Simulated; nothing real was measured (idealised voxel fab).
process module | voxel self aligned vias
cross-section cut | 270 nm wide | cells 5 nm
A cross-section is a grid of square cells, given in bands from the top down. A band is one or more rows of cells.
Each band's line starts with the height of the band's top and of its bottom, in nm. Then come its materials from left to right, each with its width in nm. One material with "throughout" fills the band from edge to edge. "air" is empty space.
Height 0 is the level under which the wafer as received is all one material. The lowest band goes on downwards, as in "0 down".
A width such as "30 to 40" changes by the same amount from each row of cells to the next, from the band's top row to its bottom row.
"no change" after a step means that no cell of the cross-section changed.
closed voids: empty space of 8 cells or more with no open way to the top, each as width x height at its distance from the left edge, in nm
after a step's settings: what the simulator itself notes on the step
overlay nm, on a step with a mask: how far to the right of its planned place the mask lay; to the left if negative
plan
1 op RECEIVE | material Si
2 op CONFORMAL_DEP | material SiO2 | thk nm 15
3 op CONFORMAL_DEP | material SiCN | thk nm 5
4 op DIRECTIONAL_DEP | material SiO2 | thk nm 30
5 op DIRECTIONAL_DEP | material aC | thk nm 10
6 op PATTERN | tone open | mask id LINES | material resist | width nm 30 | pitch nm 65 | thk nm 30 | overlay nm 0
7 op DIRECTIONAL_ETCH | etch materials aC | depth nm 10
8 op STRIP | etch materials resist
9 op DIRECTIONAL_ETCH | etch materials SiO2 | depth nm 30
10 op STRIP | etch materials aC
11 op CONFORMAL_DEP | material TiN | thk nm 5
12 op FILL_DEP | material W | thk nm 5
13 op CMP | height nm 50
14 op SELECTIVE_ETCH | etch materials W Ru TiN | depth nm 5
15 op FILL_DEP | material SiN | thk nm 5
16 op CMP | height nm 50
17 op DIRECTIONAL_DEP | material SiO2 | thk nm 15
18 op MASKED_ETCH | tone open | mask id VIAS | width nm 40 | pitch nm 65 | etch materials SiO2 | depth nm 15 | overlay nm 0
19 op MASKED_ETCH | tone open | mask id VIAS | width nm 40 | pitch nm 65 | etch materials SiN | depth nm 5 | overlay nm 0
20 op CONFORMAL_DEP | material TiN | thk nm 5
21 op FILL_DEP | material W | thk nm 5
22 op CMP | height nm 65
23 op CONFORMAL_DEP | material SiN | thk nm 5
as received, after step 1
  0 down: Si throughout
  closed voids: none
a wafer at the end: this start, this plan, one mistake
  70 to 65: SiN throughout
  65 to 50: SiO2 50 | TiN 5 | W 30 | TiN 5 | SiO2 25 | TiN 5 | W 30 | TiN 5 | SiO2 25 | TiN 5 | W 30 | TiN 5 | SiO2 50
  50 to 45: SiN 50 | TiN 40 | SiN 25 | TiN 40 | SiN 25 | TiN 40 | SiN 50
  45 to 20: SiO2 55 | TiN 5 | W 20 | TiN 5 | SiO2 35 | TiN 5 | W 20 | TiN 5 | SiO2 35 | TiN 5 | W 20 | TiN 5 | SiO2 55
  20 to 15: SiO2 55 | TiN 30 | SiO2 35 | TiN 30 | SiO2 35 | TiN 30 | SiO2 55
  15 to 0: SiO2 throughout
  0 down: Si throughout
  closed voids: none
what went wrong: step 3 was left out
